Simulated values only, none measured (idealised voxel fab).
process module | voxel capacitor over wiring
cross-section cut | 280 nm wide | cells 5 nm
A cross-section is a grid of square cells, given in bands from the top down. A band is one or more rows of cells.
Each band's line starts with the height of the band's top and of its bottom, in nm. Then come its materials from left to right, each with its width in nm. One material with "throughout" fills the band from edge to edge. "air" is empty space.
Height 0 is the level under which the wafer as received is all one material. The lowest band goes on downwards, as in "0 down".
A width such as "30 to 40" changes by the same amount from each row of cells to the next, from the band's top row to its bottom row.
"no change" after a step means that no cell of the cross-section changed.
closed voids: empty space of 8 cells or more with no open way to the top, each as width x height at its distance from the left edge, in nm
after a step's settings: what the simulator itself notes on the step
overlay nm, on a step with a mask: how far to the right of its planned place the mask lay; to the left if negative
Each pair below shows a cross-section before one step and the cross-section after it, down to the lowest band that changed. The line under each pair gives the step between them, with its settings. The pairs can come from different runs of this module on the same starting wafer, so a pair continues from the pair above only where its "before" says so.
before
  0 down: Si throughout
  closed voids: none
after
  10 to 0: SiO2 throughout
  below 0: unchanged
  closed voids: none
the step between: op CONFORMAL_DEP | material SiO2 | thk nm 10
before: the cross-section after the pair above
after
  15 to 10: TiN throughout
  below 10: unchanged
  closed voids: none
the step between: op DIRECTIONAL_DEP | material TiN | thk nm 5
before: the cross-section after the pair above
after
  35 to 15: W throughout
  below 15: unchanged
  closed voids: none
the step between: op DIRECTIONAL_DEP | material W | thk nm 20
before: the cross-section after the pair above
after
  35 to 15: air 85 | W 25 | air 60 | W 25 | air 85
  below 15: unchanged
  closed voids: none
the step between: op MASKED_ETCH | tone cover | mask id METAL_1 | width nm 25 | pitch nm 85 | etch materials W | depth nm 20 | overlay nm 0
before: the cross-section after the pair above
after
  35 to 15: air 85 | W 25 | air 60 | W 25 | air 85
  15 to 10: air 85 | TiN 25 | air 60 | TiN 25 | air 85
  below 10: unchanged
  closed voids: none
the step between: op MASKED_ETCH | tone cover | mask id METAL_1 | width nm 25 | pitch nm 85 | etch materials TiN | depth nm 5 | overlay nm 0
before: the cross-section after the pair above
after
  40 to 35: air 80 | SiN 35 | air 50 | SiN 35 | air 80
  35 to 15: air 80 | SiN 5 | W 25 | SiN 5 | air 50 | SiN 5 | W 25 | SiN 5 | air 80
  15 to 10: SiN 85 | TiN 25 | SiN 60 | TiN 25 | SiN 85
  below 10: unchanged
  closed voids: none
the step between: op CONFORMAL_DEP | material SiN | thk nm 5
before: the cross-section after the pair above
after
  45 to 40: lowk throughout
  40 to 35: lowk 80 | SiN 35 | lowk 50 | SiN 35 | lowk 80
  35 to 15: lowk 80 | SiN 5 | W 25 | SiN 5 | lowk 50 | SiN 5 | W 25 | SiN 5 | lowk 80
  below 15: unchanged
  closed voids: none
the step between: op FILL_DEP | material lowk | thk nm 5
before: the cross-section after the pair above
after
  35 to 15: lowk 80 | SiN 5 | W 25 | SiN 5 | lowk 50 | SiN 5 | W 25 | SiN 5 | lowk 80
  below 15: unchanged
  closed voids: none
the step between: op CMP | height nm 35
before: the cross-section after the pair above
after
  40 to 35: SiCN throughout
  below 35: unchanged
  closed voids: none
the step between: op CONFORMAL_DEP | material SiCN | thk nm 5
before: the cross-section after the pair above
after
  55 to 40: SiO2 throughout
  below 40: unchanged
  closed voids: none
the step between: op DIRECTIONAL_DEP | material SiO2 | thk nm 15
before: the cross-section after the pair above
after
  70 to 55: resist 95 | air 15 | resist 170
  below 55: unchanged
  closed voids: none
the step between: op PATTERN | tone open | mask id PLUG_1 | material resist | width nm 15 | thk nm 15 | overlay nm 0
before: the cross-section after the pair above
after
  70 to 55: resist 95 | air 15 | resist 170
  55 to 40: SiO2 95 | air 15 | SiO2 170
  below 40: unchanged
  closed voids: none
the step between: op DIRECTIONAL_ETCH | etch materials SiO2 | depth nm 15
before: the cross-section after the pair above
after
  70 to 55: resist 95 | air 15 | resist 170
  55 to 40: SiO2 95 | air 15 | SiO2 170
  40 to 35: SiCN 95 | air 15 | SiCN 170
  below 35: unchanged
  closed voids: none
the step between: op DIRECTIONAL_ETCH | etch materials SiCN | depth nm 5
before: the cross-section after the pair above
after
  55 to 40: SiO2 95 | air 15 | SiO2 170
  below 40: unchanged
  closed voids: none
the step between: op STRIP | etch materials resist
before: the cross-section after the pair above
after
  55 to 45: SiO2 95 | air 15 | SiO2 170
  45 to 40: SiO2 95 | Ru 15 | SiO2 170
  40 to 35: SiCN 95 | Ru 15 | SiCN 170
  below 35: unchanged
  closed voids: none
the step between: op EPI | material Ru | thk nm 10
before: the cross-section after the pair above
after
  55 to 40: SiO2 95 | Ru 15 | SiO2 170
  below 40: unchanged
  closed voids: none
the step between: op EPI | material Ru | thk nm 10
before: the cross-section after the pair above
after
  65 to 55: TiN throughout
  below 55: unchanged
  closed voids: none
the step between: op DIRECTIONAL_DEP | material TiN | thk nm 10
before: the cross-section after the pair above
after
  70 to 65: HfO2 throughout
  below 65: unchanged
  closed voids: none
the step between: op DIRECTIONAL_DEP | material HfO2 | thk nm 5
before: the cross-section after the pair above
after
  75 to 70: TiN throughout
  below 70: unchanged
  closed voids: none
the step between: op DIRECTIONAL_DEP | material TiN | thk nm 5
before: the cross-section after the pair above
after
  90 to 75: aC throughout
  below 75: unchanged
  closed voids: none
the step between: op DIRECTIONAL_DEP | material aC | thk nm 15
before: the cross-section after the pair above
after
  120 to 90: air 95 | resist 65 | air 120
  below 90: unchanged
  closed voids: none
the step between: op PATTERN | tone cover | mask id UPPER_PLATE | material resist | width nm 65 | thk nm 30 | overlay nm 0
before: the cross-section after the pair above
after
  105 to 90: air 95 | resist 65 | air 120
  90 to 75: air 95 | aC 65 | air 120
  below 75: unchanged
  closed voids: none
the step between: op DIRECTIONAL_ETCH | etch materials aC | depth nm 15
before: the cross-section after the pair above
after
  90 to 75: air 95 | aC 65 | air 120
  below 75: unchanged
  closed voids: none
the step between: op STRIP | etch materials resist
before: the cross-section after the pair above
after
  90 to 75: air 95 | aC 65 | air 120
  75 to 70: air 95 | TiN 65 | air 120
  below 70: unchanged
  closed voids: none
the step between: op DIRECTIONAL_ETCH | etch materials TiN | depth nm 5
before: the cross-section after the pair above
after
  90 to 75: air 95 | aC 65 | air 120
  75 to 70: air 95 | TiN 65 | air 120
  70 to 65: air 95 | HfO2 65 | air 120
  below 65: unchanged
  closed voids: none
the step between: op DIRECTIONAL_ETCH | etch materials HfO2 | depth nm 5
before: the cross-section after the pair above
after
  75 to 70: air 95 | TiN 65 | air 120
  below 70: unchanged
  closed voids: none
the step between: op STRIP | etch materials aC
before: the cross-section after the pair above
after
  90 to 80: air 95 | aC 65 | air 120
  80 to 75: aC throughout
  75 to 70: aC 95 | TiN 65 | aC 120
  70 to 65: aC 95 | HfO2 65 | aC 120
  below 65: unchanged
  closed voids: none
the step between: op DIRECTIONAL_DEP | material aC | thk nm 15
before: the cross-section after the pair above
after
  125 to 90: air 90 | resist 75 | air 115
  90 to 80: air 90 | resist 5 | aC 65 | resist 5 | air 115
  below 80: unchanged
  closed voids: none
the step between: op PATTERN | tone cover | mask id LOWER_PLATE | material resist | width nm 75 | thk nm 35 | overlay nm 0
before: the cross-section after the pair above
after
  110 to 90: air 90 | resist 75 | air 115
  90 to 80: air 90 | resist 5 | aC 65 | resist 5 | air 115
  80 to 75: air 90 | aC 75 | air 115
  75 to 70: air 90 | aC 5 | TiN 65 | aC 5 | air 115
  70 to 65: air 90 | aC 5 | HfO2 65 | aC 5 | air 115
  below 65: unchanged
  closed voids: none
the step between: op DIRECTIONAL_ETCH | etch materials aC | depth nm 15
before: the cross-section after the pair above
after
  90 to 80: air 95 | aC 65 | air 120
  below 80: unchanged
  closed voids: none
the step between: op STRIP | etch materials resist
before: the cross-section after the pair above
after
  90 to 80: air 95 | aC 65 | air 120
  80 to 75: air 90 | aC 75 | air 115
  75 to 70: air 90 | aC 5 | TiN 65 | aC 5 | air 115
  70 to 65: air 90 | aC 5 | HfO2 65 | aC 5 | air 115
  65 to 55: air 90 | TiN 75 | air 115
  below 55: unchanged
  closed voids: none
the step between: op DIRECTIONAL_ETCH | etch materials TiN | depth nm 10
before: the cross-section after the pair above
after
  75 to 70: air 95 | TiN 65 | air 120
  70 to 65: air 95 | HfO2 65 | air 120
  below 65: unchanged
  closed voids: none
the step between: op STRIP | etch materials aC
before: the cross-section after the pair above
after
  90 to 75: SiO2 throughout
  75 to 70: SiO2 95 | TiN 65 | SiO2 120
  70 to 65: SiO2 95 | HfO2 65 | SiO2 120
  65 to 55: SiO2 90 | TiN 75 | SiO2 115
  below 55: unchanged
  closed voids: none
the step between: op FILL_DEP | material SiO2 | thk nm 15
before: the cross-section after the pair above
after
  85 to 75: SiO2 throughout
  below 75: unchanged
  closed voids: none
the step between: op CMP | height nm 85
before: the cross-section after the pair above
after
  100 to 85: aC throughout
  below 85: unchanged
  closed voids: none
the step between: op DIRECTIONAL_DEP | material aC | thk nm 15
before: the cross-section after the pair above
after
  135 to 100: resist 105 | air 15 | resist 160
  below 100: unchanged
  closed voids: none
the step between: op PATTERN | tone open | mask id PLUG_2 | material resist | width nm 15 | thk nm 35 | overlay nm 0
before: the cross-section after the pair above
after
  120 to 100: resist 105 | air 15 | resist 160
  100 to 85: aC 105 | air 15 | aC 160
  below 85: unchanged
  closed voids: none
the step between: op DIRECTIONAL_ETCH | etch materials aC | depth nm 15
before: the cross-section after the pair above
after
  100 to 85: aC 105 | air 15 | aC 160
  below 85: unchanged
  closed voids: none
the step between: op STRIP | etch materials resist
before: the cross-section after the pair above
after
  100 to 85: aC 105 | air 15 | aC 160
  85 to 75: SiO2 105 | air 15 | SiO2 160
  below 75: unchanged
  closed voids: none
the step between: op DIRECTIONAL_ETCH | etch materials SiO2 | depth nm 10
before: the cross-section after the pair above
after
  85 to 75: SiO2 105 | air 15 | SiO2 160
  below 75: unchanged
  closed voids: none
the step between: op STRIP | etch materials aC
before: the cross-section after the pair above
after
  90 to 85: TiN 110 | air 5 | TiN 165
  85 to 80: SiO2 105 | TiN 5 | air 5 | TiN 5 | SiO2 160
  80 to 70: SiO2 105 to 95 | TiN 15 to 65 | SiO2 160 to 120
  below 70: unchanged
  closed voids: none
the step between: op CONFORMAL_DEP | material TiN | thk nm 5
before: the cross-section after the pair above
after
  95 to 90: Cu throughout
  90 to 85: TiN 110 | Cu 5 | TiN 165
  85 to 80: SiO2 105 | TiN 5 | Cu 5 | TiN 5 | SiO2 160
  below 80: unchanged
  closed voids: none
the step between: op FILL_DEP | material Cu | thk nm 5
before: the cross-section after the pair above
after
  85 to 80: SiO2 105 | TiN 5 | Cu 5 | TiN 5 | SiO2 160
  below 80: unchanged
  closed voids: none
the step between: op CMP | height nm 85
before: the cross-section after the pair above
after
  90 to 85: SiCN throughout
  below 85: unchanged
  closed voids: none
the step between: op CONFORMAL_DEP | material SiCN | thk nm 5
before
  10 to 0: SiO2 throughout
  0 down: Si throughout
  closed voids: none
after
  30 to 10: W throughout
  below 10: unchanged
  closed voids: none
the step between: op DIRECTIONAL_DEP | material W | thk nm 20
before: the cross-section after the pair above
after
  30 to 10: air 85 | W 25 | air 60 | W 25 | air 85
  below 10: unchanged
  closed voids: none
the step between: op MASKED_ETCH | tone cover | mask id METAL_1 | width nm 25 | pitch nm 85 | etch materials W | depth nm 20 | overlay nm 0
before: the cross-section after the pair above
after
  35 to 30: air 80 | SiN 35 | air 50 | SiN 35 | air 80
  30 to 15: air 80 | SiN 5 | W 25 | SiN 5 | air 50 | SiN 5 | W 25 | SiN 5 | air 80
  15 to 10: SiN 85 | W 25 | SiN 60 | W 25 | SiN 85
  below 10: unchanged
  closed voids: none
the step between: op CONFORMAL_DEP | material SiN | thk nm 5
before: the cross-section after the pair above
after
  40 to 35: lowk throughout
  35 to 30: lowk 80 | SiN 35 | lowk 50 | SiN 35 | lowk 80
  30 to 15: lowk 80 | SiN 5 | W 25 | SiN 5 | lowk 50 | SiN 5 | W 25 | SiN 5 | lowk 80
  below 15: unchanged
  closed voids: none
the step between: op FILL_DEP | material lowk | thk nm 5
before: the cross-section after the pair above
after
  35 to 30: lowk 80 | SiN 35 | lowk 50 | SiN 35 | lowk 80
  below 30: unchanged
  closed voids: none
the step between: op CMP | height nm 35
before: the cross-section after the pair above
after
  40 to 35: SiCN throughout
  below 35: unchanged
  closed voids: none
the step between: op CONFORMAL_DEP | material SiCN | thk nm 5
before: the cross-section after the pair above
after
  55 to 40: SiO2 throughout
  below 40: unchanged
  closed voids: none
the step between: op DIRECTIONAL_DEP | material SiO2 | thk nm 15
before: the cross-section after the pair above
after
  70 to 55: resist 95 | air 15 | resist 170
  below 55: unchanged
  closed voids: none
the step between: op PATTERN | tone open | mask id PLUG_1 | material resist | width nm 15 | thk nm 15 | overlay nm 0
before: the cross-section after the pair above
after
  70 to 55: resist 95 | air 15 | resist 170
  55 to 40: SiO2 95 | air 15 | SiO2 170
  below 40: unchanged
  closed voids: none
the step between: op DIRECTIONAL_ETCH | etch materials SiO2 | depth nm 15
before: the cross-section after the pair above
after
  70 to 55: resist 95 | air 15 | resist 170
  55 to 40: SiO2 95 | air 15 | SiO2 170
  40 to 35: SiCN 95 | air 15 | SiCN 170
  below 35: unchanged
  closed voids: none
the step between: op DIRECTIONAL_ETCH | etch materials SiCN | depth nm 5
before: the cross-section after the pair above
after
  55 to 40: SiO2 95 | air 15 | SiO2 170
  below 40: unchanged
  closed voids: none
the step between: op STRIP | etch materials resist
before: the cross-section after the pair above
after
  65 to 55: TiN 95 | air 15 | TiN 170
  55 to 45: SiO2 95 | air 15 | SiO2 170
  45 to 40: SiO2 95 | TiN 15 | SiO2 170
  40 to 35: SiCN 95 | TiN 15 | SiCN 170
  below 35: unchanged
  closed voids: none
the step between: op DIRECTIONAL_DEP | material TiN | thk nm 10
before: the cross-section after the pair above
after
  70 to 65: HfO2 95 | air 15 | HfO2 170
  65 to 55: TiN 95 | air 15 | TiN 170
  55 to 50: SiO2 95 | air 15 | SiO2 170
  50 to 45: SiO2 95 | HfO2 15 | SiO2 170
  below 45: unchanged
  closed voids: none
the step between: op DIRECTIONAL_DEP | material HfO2 | thk nm 5
before: the cross-section after the pair above
after
  75 to 70: TiN 95 | air 15 | TiN 170
  70 to 65: HfO2 95 | air 15 | HfO2 170
  65 to 55: TiN 95 | air 15 | TiN 170
  55 to 50: SiO2 95 | TiN 15 | SiO2 170
  below 50: unchanged
  closed voids: none
the step between: op DIRECTIONAL_DEP | material TiN | thk nm 5
before: the cross-section after the pair above
after
  90 to 75: aC 95 | air 15 | aC 170
  75 to 70: TiN 95 | air 15 | TiN 170
  70 to 65: HfO2 95 | aC 15 | HfO2 170
  65 to 55: TiN 95 | aC 15 | TiN 170
  below 55: unchanged
  closed voids: none
the step between: op DIRECTIONAL_DEP | material aC | thk nm 15
before: the cross-section after the pair above
after
  120 to 90: air 95 | resist 65 | air 120
  90 to 75: aC 95 | resist 15 | aC 170
  75 to 70: TiN 95 | resist 15 | TiN 170
  below 70: unchanged
  closed voids: none
the step between: op PATTERN | tone cover | mask id UPPER_PLATE | material resist | width nm 65 | thk nm 30 | overlay nm 0
before: the cross-section after the pair above
after
  105 to 90: air 95 | resist 65 | air 120
  90 to 75: air 95 | resist 15 | aC 50 | air 120
  below 75: unchanged
  closed voids: none
the step between: op DIRECTIONAL_ETCH | etch materials aC | depth nm 15
before: the cross-section after the pair above
after
  90 to 75: air 110 | aC 50 | air 120
  75 to 70: TiN 95 | air 15 | TiN 170
  below 70: unchanged
  closed voids: none
the step between: op STRIP | etch materials resist
before: the cross-section after the pair above
after
  90 to 75: air 110 | aC 50 | air 120
  75 to 70: air 110 | TiN 50 | air 120
  below 70: unchanged
  closed voids: none
the step between: op DIRECTIONAL_ETCH | etch materials TiN | depth nm 5
before: the cross-section after the pair above
after
  90 to 75: air 110 | aC 50 | air 120
  75 to 70: air 110 | TiN 50 | air 120
  70 to 65: air 95 | aC 15 | HfO2 50 | air 120
  below 65: unchanged
  closed voids: none
the step between: op DIRECTIONAL_ETCH | etch materials HfO2 | depth nm 5
before: the cross-section after the pair above
after
  75 to 70: air 110 | TiN 50 | air 120
  70 to 65: air 110 | HfO2 50 | air 120
  65 to 55: TiN 95 | air 15 | TiN 170
  below 55: unchanged
  closed voids: none
the step between: op STRIP | etch materials aC
before: the cross-section after the pair above
after
  90 to 80: air 110 | aC 50 | air 120
  80 to 75: aC 95 | air 15 | aC 170
  75 to 70: aC 95 | air 15 | TiN 50 | aC 120
  70 to 65: aC 110 | HfO2 50 | aC 120
  65 to 55: TiN 95 | aC 15 | TiN 170
  below 55: unchanged
  closed voids: none
the step between: op DIRECTIONAL_DEP | material aC | thk nm 15
before: the cross-section after the pair above
after
  125 to 90: air 90 | resist 75 | air 115
  90 to 80: air 90 | resist 20 | aC 50 | resist 5 | air 115
  80 to 75: aC 95 | resist 15 | aC 170
  75 to 70: aC 95 | resist 15 | TiN 50 | aC 120
  below 70: unchanged
  closed voids: none
the step between: op PATTERN | tone cover | mask id LOWER_PLATE | material resist | width nm 75 | thk nm 35 | overlay nm 0
before: the cross-section after the pair above
after
  110 to 90: air 90 | resist 75 | air 115
  90 to 80: air 90 | resist 20 | aC 50 | resist 5 | air 115
  80 to 75: air 90 | aC 5 | resist 15 | aC 55 | air 115
  75 to 70: air 90 | aC 5 | resist 15 | TiN 50 | aC 5 | air 115
  70 to 65: air 90 | aC 20 | HfO2 50 | aC 5 | air 115
  below 65: unchanged
  closed voids: none
the step between: op DIRECTIONAL_ETCH | etch materials aC | depth nm 15
before: the cross-section after the pair above
after
  90 to 80: air 110 | aC 50 | air 120
  80 to 75: air 90 | aC 5 | air 15 | aC 55 | air 115
  75 to 70: air 90 | aC 5 | air 15 | TiN 50 | aC 5 | air 115
  below 70: unchanged
  closed voids: none
the step between: op STRIP | etch materials resist
before: the cross-section after the pair above
after
  90 to 80: air 110 | aC 50 | air 120
  80 to 75: air 90 | aC 5 | air 15 | aC 55 | air 115
  75 to 70: air 90 | aC 5 | air 15 | TiN 50 | aC 5 | air 115
  70 to 65: air 90 | aC 20 | HfO2 50 | aC 5 | air 115
  65 to 55: air 90 | TiN 5 | aC 15 | TiN 55 | air 115
  below 55: unchanged
  closed voids: none
the step between: op DIRECTIONAL_ETCH | etch materials TiN | depth nm 10
before: the cross-section after the pair above
after
  75 to 70: air 110 | TiN 50 | air 120
  70 to 65: air 110 | HfO2 50 | air 120
  65 to 55: air 90 | TiN 5 | air 15 | TiN 55 | air 115
  below 55: unchanged
  closed voids: none
the step between: op STRIP | etch materials aC
before: the cross-section after the pair above
after
  90 to 75: SiO2 throughout
  75 to 70: SiO2 110 | TiN 50 | SiO2 120
  70 to 65: SiO2 110 | HfO2 50 | SiO2 120
  65 to 55: SiO2 90 | TiN 5 | SiO2 15 | TiN 55 | SiO2 115
  below 55: unchanged
  closed voids: none
the step between: op FILL_DEP | material SiO2 | thk nm 15
before: the cross-section after the pair above
after
  85 to 75: SiO2 throughout
  below 75: unchanged
  closed voids: none
the step between: op CMP | height nm 85
before: the cross-section after the pair above
after
  100 to 85: aC throughout
  below 85: unchanged
  closed voids: none
the step between: op DIRECTIONAL_DEP | material aC | thk nm 15
before: the cross-section after the pair above
after
  135 to 100: resist 105 | air 15 | resist 160
  below 100: unchanged
  closed voids: none
the step between: op PATTERN | tone open | mask id PLUG_2 | material resist | width nm 15 | thk nm 35 | overlay nm 0
before: the cross-section after the pair above
after
  120 to 100: resist 105 | air 15 | resist 160
  100 to 85: aC 105 | air 15 | aC 160
  below 85: unchanged
  closed voids: none
the step between: op DIRECTIONAL_ETCH | etch materials aC | depth nm 15
before: the cross-section after the pair above
after
  100 to 85: aC 105 | air 15 | aC 160
  below 85: unchanged
  closed voids: none
the step between: op STRIP | etch materials resist
before: the cross-section after the pair above
after
  100 to 85: aC 105 | air 15 | aC 160
  85 to 75: SiO2 105 | air 15 | SiO2 160
  below 75: unchanged
  closed voids: none
the step between: op DIRECTIONAL_ETCH | etch materials SiO2 | depth nm 10
before: the cross-section after the pair above
after
  85 to 75: SiO2 105 | air 15 | SiO2 160
  below 75: unchanged
  closed voids: none
the step between: op STRIP | etch materials aC
before: the cross-section after the pair above
after
  90 to 85: TiN 110 | air 5 | TiN 165
  85 to 80: SiO2 105 | TiN 5 | air 5 | TiN 5 | SiO2 160
  80 to 70: SiO2 105 to 110 | TiN 15 to 50 | SiO2 160 to 120
  below 70: unchanged
  closed voids: none
the step between: op CONFORMAL_DEP | material TiN | thk nm 5
before: the cross-section after the pair above
after
  95 to 90: Cu throughout
  90 to 85: TiN 110 | Cu 5 | TiN 165
  85 to 80: SiO2 105 | TiN 5 | Cu 5 | TiN 5 | SiO2 160
  below 80: unchanged
  closed voids: none
the step between: op FILL_DEP | material Cu | thk nm 5
before: the cross-section after the pair above
after
  85 to 80: SiO2 105 | TiN 5 | Cu 5 | TiN 5 | SiO2 160
  below 80: unchanged
  closed voids: none
the step between: op CMP | height nm 85
before: the cross-section after the pair above
after
  90 to 85: SiCN throughout
  below 85: unchanged
  closed voids: none
the step between: op CONFORMAL_DEP | material SiCN | thk nm 5
before
  55 to 40: SiO2 95 | Ru 15 | SiO2 170
  40 to 35: SiCN 95 | Ru 15 | SiCN 170
  35 to 15: lowk 80 | SiN 5 | W 25 | SiN 5 | lowk 50 | SiN 5 | W 25 | SiN 5 | lowk 80
  15 to 10: SiN 85 | TiN 25 | SiN 60 | TiN 25 | SiN 85
  10 to 0: SiO2 throughout
  0 down: Si throughout
  closed voids: none
after
  65 to 55: air 85 | Ru 35 | air 160
  below 55: unchanged
  closed voids: none
the step between: op EPI | material Ru | thk nm 10
before: the cross-section after the pair above
after
  75 to 65: air 85 | TiN 35 | air 160
  65 to 55: TiN 85 | Ru 35 | TiN 160
  below 55: unchanged
  closed voids: none
the step between: op DIRECTIONAL_DEP | material TiN | thk nm 10
before: the cross-section after the pair above
after
  80 to 75: air 85 | HfO2 35 | air 160
  75 to 70: air 85 | TiN 35 | air 160
  70 to 65: HfO2 85 | TiN 35 | HfO2 160
  below 65: unchanged
  closed voids: none
the step between: op DIRECTIONAL_DEP | material HfO2 | thk nm 5
before: the cross-section after the pair above
after
  85 to 80: air 85 | TiN 35 | air 160
  80 to 75: air 85 | HfO2 35 | air 160
  75 to 70: TiN throughout
  below 70: unchanged
  closed voids: none
the step between: op DIRECTIONAL_DEP | material TiN | thk nm 5
before: the cross-section after the pair above
after
  100 to 90: air 85 | aC 35 | air 160
  90 to 85: aC throughout
  85 to 80: aC 85 | TiN 35 | aC 160
  80 to 75: aC 85 | HfO2 35 | aC 160
  below 75: unchanged
  closed voids: none
the step between: op DIRECTIONAL_DEP | material aC | thk nm 15
before: the cross-section after the pair above
after
  130 to 100: air 95 | resist 65 | air 120
  100 to 90: air 85 | aC 35 | resist 40 | air 120
  below 90: unchanged
  closed voids: none
the step between: op PATTERN | tone cover | mask id UPPER_PLATE | material resist | width nm 65 | thk nm 30 | overlay nm 0
before: the cross-section after the pair above
after
  115 to 100: air 95 | resist 65 | air 120
  100 to 90: air 95 | aC 25 | resist 40 | air 120
  90 to 85: air 95 | aC 65 | air 120
  85 to 80: air 85 | TiN 35 | aC 40 | air 120
  80 to 75: air 85 | HfO2 35 | aC 40 | air 120
  below 75: unchanged
  closed voids: none
the step between: op DIRECTIONAL_ETCH | etch materials aC | depth nm 15
before: the cross-section after the pair above
after
  100 to 90: air 95 | aC 25 | air 160
  below 90: unchanged
  closed voids: none
the step between: op STRIP | etch materials resist
before: the cross-section after the pair above
after
  100 to 90: air 95 | aC 25 | air 160
  90 to 85: air 95 | aC 65 | air 120
  85 to 80: air 95 | TiN 25 | aC 40 | air 120
  80 to 75: air 85 | HfO2 35 | aC 40 | air 120
  75 to 70: air 85 | TiN 75 | air 120
  below 70: unchanged
  closed voids: none
the step between: op DIRECTIONAL_ETCH | etch materials TiN | depth nm 5
before: the cross-section after the pair above
after
  100 to 90: air 95 | aC 25 | air 160
  90 to 85: air 95 | aC 65 | air 120
  85 to 80: air 95 | TiN 25 | aC 40 | air 120
  80 to 75: air 95 | HfO2 25 | aC 40 | air 120
  75 to 70: air 85 | TiN 75 | air 120
  70 to 65: air 85 | TiN 35 | HfO2 40 | air 120
  below 65: unchanged
  closed voids: none
the step between: op DIRECTIONAL_ETCH | etch materials HfO2 | depth nm 5
before: the cross-section after the pair above
after
  85 to 80: air 95 | TiN 25 | air 160
  80 to 75: air 95 | HfO2 25 | air 160
  below 75: unchanged
  closed voids: none
the step between: op STRIP | etch materials aC
before: the cross-section after the pair above
after
  100 to 90: air 95 | aC 25 | air 160
  90 to 85: air 85 | aC 75 | air 120
  85 to 80: air 85 | aC 10 | TiN 25 | aC 40 | air 120
  80 to 75: aC 95 | HfO2 25 | aC 160
  75 to 70: aC 85 | TiN 75 | aC 120
  70 to 65: aC 85 | TiN 35 | HfO2 40 | aC 120
  below 65: unchanged
  closed voids: none
the step between: op DIRECTIONAL_DEP | material aC | thk nm 15
before: the cross-section after the pair above
after
  135 to 100: air 90 | resist 75 | air 115
  100 to 90: air 90 | resist 5 | aC 25 | resist 45 | air 115
  90 to 85: air 85 | aC 75 | resist 5 | air 115
  85 to 80: air 85 | aC 10 | TiN 25 | aC 40 | resist 5 | air 115
  below 80: unchanged
  closed voids: none
the step between: op PATTERN | tone cover | mask id LOWER_PLATE | material resist | width nm 75 | thk nm 35 | overlay nm 0
before: the cross-section after the pair above
after
  120 to 100: air 90 | resist 75 | air 115
  100 to 90: air 90 | resist 5 | aC 25 | resist 45 | air 115
  90 to 85: air 90 | aC 70 | resist 5 | air 115
  85 to 80: air 90 | aC 5 | TiN 25 | aC 40 | resist 5 | air 115
  80 to 75: air 90 | aC 5 | HfO2 25 | aC 45 | air 115
  75 to 70: air 85 | TiN 75 | aC 5 | air 115
  70 to 65: air 85 | TiN 35 | HfO2 40 | aC 5 | air 115
  below 65: unchanged
  closed voids: none
the step between: op DIRECTIONAL_ETCH | etch materials aC | depth nm 15
before: the cross-section after the pair above
after
  100 to 90: air 95 | aC 25 | air 160
  90 to 85: air 90 | aC 70 | air 120
  85 to 80: air 90 | aC 5 | TiN 25 | aC 40 | air 120
  below 80: unchanged
  closed voids: none
the step between: op STRIP | etch materials resist
before: the cross-section after the pair above
after
  100 to 90: air 95 | aC 25 | air 160
  90 to 85: air 90 | aC 70 | air 120
  85 to 80: air 90 | aC 5 | TiN 25 | aC 40 | air 120
  80 to 75: air 90 | aC 5 | HfO2 25 | aC 45 | air 115
  75 to 70: air 90 | TiN 70 | aC 5 | air 115
  70 to 65: air 90 | TiN 30 | HfO2 40 | aC 5 | air 115
  65 to 55: air 85 | Ru 35 | TiN 45 | air 115
  below 55: unchanged
  closed voids: none
the step between: op DIRECTIONAL_ETCH | etch materials TiN | depth nm 10
before: the cross-section after the pair above
after
  85 to 80: air 95 | TiN 25 | air 160
  80 to 75: air 95 | HfO2 25 | air 160
  75 to 70: air 90 | TiN 70 | air 120
  70 to 65: air 90 | TiN 30 | HfO2 40 | air 120
  below 65: unchanged
  closed voids: none
the step between: op STRIP | etch materials aC
before: the cross-section after the pair above
after
  100 to 85: SiO2 throughout
  85 to 80: SiO2 95 | TiN 25 | SiO2 160
  80 to 75: SiO2 95 | HfO2 25 | SiO2 160
  75 to 70: SiO2 90 | TiN 70 | SiO2 120
  70 to 65: SiO2 90 | TiN 30 | HfO2 40 | SiO2 120
  65 to 55: SiO2 85 | Ru 35 | TiN 45 | SiO2 115
  below 55: unchanged
  closed voids: none
the step between: op FILL_DEP | material SiO2 | thk nm 15
before: the cross-section after the pair above
after
  85 to 80: SiO2 95 | TiN 25 | SiO2 160
  below 80: unchanged
  closed voids: none
the step between: op CMP | height nm 85
before: the cross-section after the pair above
after
  100 to 85: aC throughout
  below 85: unchanged
  closed voids: none
the step between: op DIRECTIONAL_DEP | material aC | thk nm 15
before: the cross-section after the pair above
after
  135 to 100: resist 105 | air 15 | resist 160
  below 100: unchanged
  closed voids: none
the step between: op PATTERN | tone open | mask id PLUG_2 | material resist | width nm 15 | thk nm 35 | overlay nm 0
before: the cross-section after the pair above
after
  120 to 100: resist 105 | air 15 | resist 160
  100 to 85: aC 105 | air 15 | aC 160
  below 85: unchanged
  closed voids: none
the step between: op DIRECTIONAL_ETCH | etch materials aC | depth nm 15
before: the cross-section after the pair above
after
  100 to 85: aC 105 | air 15 | aC 160
  below 85: unchanged
  closed voids: none
the step between: op STRIP | etch materials resist
before: the cross-section after the pair above
after
  85 to 80: SiO2 95 | TiN 25 | SiO2 160
  below 80: unchanged
  closed voids: none
the step between: op STRIP | etch materials aC
before: the cross-section after the pair above
after
  90 to 85: TiN throughout
  below 85: unchanged
  closed voids: none
the step between: op CONFORMAL_DEP | material TiN | thk nm 5
before: the cross-section after the pair above
after
  95 to 90: Cu throughout
  below 90: unchanged
  closed voids: none
the step between: op FILL_DEP | material Cu | thk nm 5
before: the cross-section after the pair above
after
  85 to 80: SiO2 95 | TiN 25 | SiO2 160
  below 80: unchanged
  closed voids: none
the step between: op CMP | height nm 85
before: the cross-section after the pair above
after
  90 to 85: SiCN throughout
  below 85: unchanged
  closed voids: none
the step between: op CONFORMAL_DEP | material SiCN | thk nm 5
before
  55 to 45: SiO2 95 | air 15 | SiO2 170
  45 to 40: SiO2 95 | Ru 15 | SiO2 170
  40 to 35: SiCN 95 | Ru 15 | SiCN 170
  35 to 15: lowk 80 | SiN 5 | W 25 | SiN 5 | lowk 50 | SiN 5 | W 25 | SiN 5 | lowk 80
  15 to 10: SiN 85 | TiN 25 | SiN 60 | TiN 25 | SiN 85
  10 to 0: SiO2 throughout
  0 down: Si throughout
  closed voids: none
after
  65 to 55: TiN 95 | air 15 | TiN 170
  55 to 45: SiO2 95 | TiN 15 | SiO2 170
  below 45: unchanged
  closed voids: none
the step between: op DIRECTIONAL_DEP | material TiN | thk nm 10
before: the cross-section after the pair above
after
  75 to 65: Ru throughout
  65 to 55: TiN 95 | Ru 15 | TiN 170
  below 55: unchanged
  closed voids: none
the step between: op EPI | material Ru | thk nm 10
before: the cross-section after the pair above
after
  80 to 75: HfO2 throughout
  below 75: unchanged
  closed voids: none
the step between: op DIRECTIONAL_DEP | material HfO2 | thk nm 5
before: the cross-section after the pair above
after
  85 to 80: TiN throughout
  below 80: unchanged
  closed voids: none
the step between: op DIRECTIONAL_DEP | material TiN | thk nm 5
